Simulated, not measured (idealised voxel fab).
The name of this process module is voxel transistor to metal.
Square cells of 5 nm make up the cross-section cut, whose width is 280 nm.
Cross-sections here: square-cell grids, written as top-down lists of bands, a band being one or more rows of cells.
Band entry format. Leading values: height of top, height of bottom, nm. Remainder: materials in left-to-right order, each with its width in nm. Special words: "throughout" on a single material, which then fills the band edge to edge; "air", empty space.
Note: height 0 marks the level under which the wafer is uniformly one material as received. Lowest band unbounded below, written "0 down".
The width entry "30 to 40" should be interpreted row by row: the top row of cells in the band takes the first number, the bottom row takes the second number, and the change between adjacent rows is uniform throughout.
"left unchanged", as given for a step, is the statement that not any cell of the cross-section underwent a change during that step.
Empty spaces counting at least 8 cells and having no open way to the top are listed in "Unvented voids". The notation width x height at distance is used for each, the distance being from the left edge and all three values in nm.
after a step's settings: what the simulator itself notes on the step
A step's line can hold "overlay nm"; with a mask on that step, the setting says how far right of the planned place the mask lay, while a negative setting says it lay to the left.

Steps planned for the process:
| 1 | RECEIVE with material Si |
| 2 | OXIDIZE with depth nm 5 |
| 3 | CONFORMAL_DEP with material SiN, thk nm 10 |
| 4 | PATTERN with tone cover, mask id ACTIVE, material resist, width nm 110, pitch nm 130, thk nm 15, overlay nm 0 |
| 5 | DIRECTIONAL_ETCH with etch materials SiN, depth nm 10 |
| 6 | DIRECTIONAL_ETCH with etch materials SiO2, depth nm 5 |
| 7 | DIRECTIONAL_ETCH with etch materials Si, depth nm 35 |
| 8 | STRIP with etch materials resist |
| 9 | FILL_DEP with material SiO2, thk nm 10 |
| 10 | CMP with height nm 10 |
| 11 | SELECTIVE_ETCH with etch materials SiO2, depth nm 10 |
| 12 | STRIP with etch materials SiN |
| 13 | SELECTIVE_ETCH with etch materials SiO2, depth nm 5 |
| 14 | OXIDIZE with depth nm 5 |
| 15 | DIRECTIONAL_DEP with material polySi, thk nm 25 |
| 16 | DIRECTIONAL_DEP with material SiCN, thk nm 15 |
| 17 | MASKED_ETCH with tone cover, mask id GATE, width nm 30, pitch nm 130, etch materials SiCN, depth nm 25, overlay nm 0 |
| 18 | MASKED_ETCH with tone cover, mask id GATE, width nm 30, pitch nm 130, etch materials polySi, depth nm 35, overlay nm 0 |
| 19 | CONFORMAL_DEP with material SiN, thk nm 10 |
| 20 | DIRECTIONAL_ETCH with etch materials SiN, depth nm 10 |
| 21 | DIRECTIONAL_ETCH with etch materials SiO2, depth nm 5 |
| 22 | DIRECTIONAL_ETCH with etch materials Si, depth nm 5 |
| 23 | EPI with material nSi, thk nm 5 |
| 24 | FILL_DEP with material SiO2, thk nm 5 |
| 25 | CMP with height nm 20 |
| 26 | STRIP with etch materials polySi |
| 27 | SELECTIVE_ETCH with etch materials SiO2, depth nm 5 |
| 28 | CONFORMAL_DEP with material HfO2, thk nm 5 |
| 29 | CONFORMAL_DEP with material TiN, thk nm 5 |
| 30 | FILL_DEP with material W, thk nm 5 |
| 31 | CMP with height nm 15 |
| 32 | DIRECTIONAL_DEP with material SiO2, thk nm 10 |
| 33 | PATTERN with tone open, mask id CONTACT, material resist, width nm 15, thk nm 15, overlay nm 0 |
| 34 | DIRECTIONAL_ETCH with etch materials SiO2, depth nm 35 |
| 35 | STRIP with etch materials resist |
| 36 | CONFORMAL_DEP with material TiN, thk nm 5 |
| 37 | FILL_DEP with material W, thk nm 10 |
| 38 | CMP with height nm 25 |
| 39 | CONFORMAL_DEP with material SiCN, thk nm 5 |
| 40 | DIRECTIONAL_DEP with material lowk, thk nm 25 |
| 41 | PATTERN with tone open, mask id METAL_1, material resist, width nm 15, thk nm 15, overlay nm -15 |
| 42 | DIRECTIONAL_ETCH with etch materials lowk, depth nm 25 |
| 43 | DIRECTIONAL_ETCH with etch materials SiCN, depth nm 5 |
| 44 | STRIP with etch materials resist |
| 45 | CONFORMAL_DEP with material TiN, thk nm 5 |
| 46 | FILL_DEP with material Ru, thk nm 5 |
| 47 | CMP with height nm 55 |
| 48 | CONFORMAL_DEP with material SiCN, thk nm 5 |
varied across the wafers: overlay nm of step 41. The plan shows the first wafer's value. All wafers start alike

First wafer as received, after step 1:
	0 down = Si throughout
	Unvented voids: none

What follows is a table in which each wafer occupies a row; for the wafer as it stands at the close of the module, the row states, material by material, how many cells have been gained (+) or lost (-) since receipt, and then gives its closed voids:
overlay nm -15, +32 HfO2, +20 Ru, -208 Si, +100 SiCN, +32 SiN, +280 SiO2, +132 TiN, +36 W, +220 lowk, +28 nSi, Unvented voids: none
overlay nm -10, +32 HfO2, +20 Ru, -208 Si, +100 SiCN, +32 SiN, +280 SiO2, +132 TiN, +36 W, +220 lowk, +28 nSi, Unvented voids: none
overlay nm -5, +32 HfO2, +20 Ru, -208 Si, +100 SiCN, +32 SiN, +280 SiO2, +132 TiN, +36 W, +220 lowk, +28 nSi, Unvented voids: none
overlay nm 0, +32 HfO2, +20 Ru, -208 Si, +100 SiCN, +32 SiN, +280 SiO2, +132 TiN, +36 W, +220 lowk, +28 nSi, Unvented voids: none
overlay nm 5, +32 HfO2, +20 Ru, -208 Si, +100 SiCN, +32 SiN, +280 SiO2, +132 TiN, +36 W, +220 lowk, +28 nSi, Unvented voids: none
overlay nm 10, +32 HfO2, +20 Ru, -208 Si, +100 SiCN, +32 SiN, +280 SiO2, +132 TiN, +36 W, +220 lowk, +28 nSi, Unvented voids: none
overlay nm 15, +32 HfO2, +20 Ru, -208 Si, +100 SiCN, +32 SiN, +280 SiO2, +132 TiN, +36 W, +220 lowk, +28 nSi, Unvented voids: none
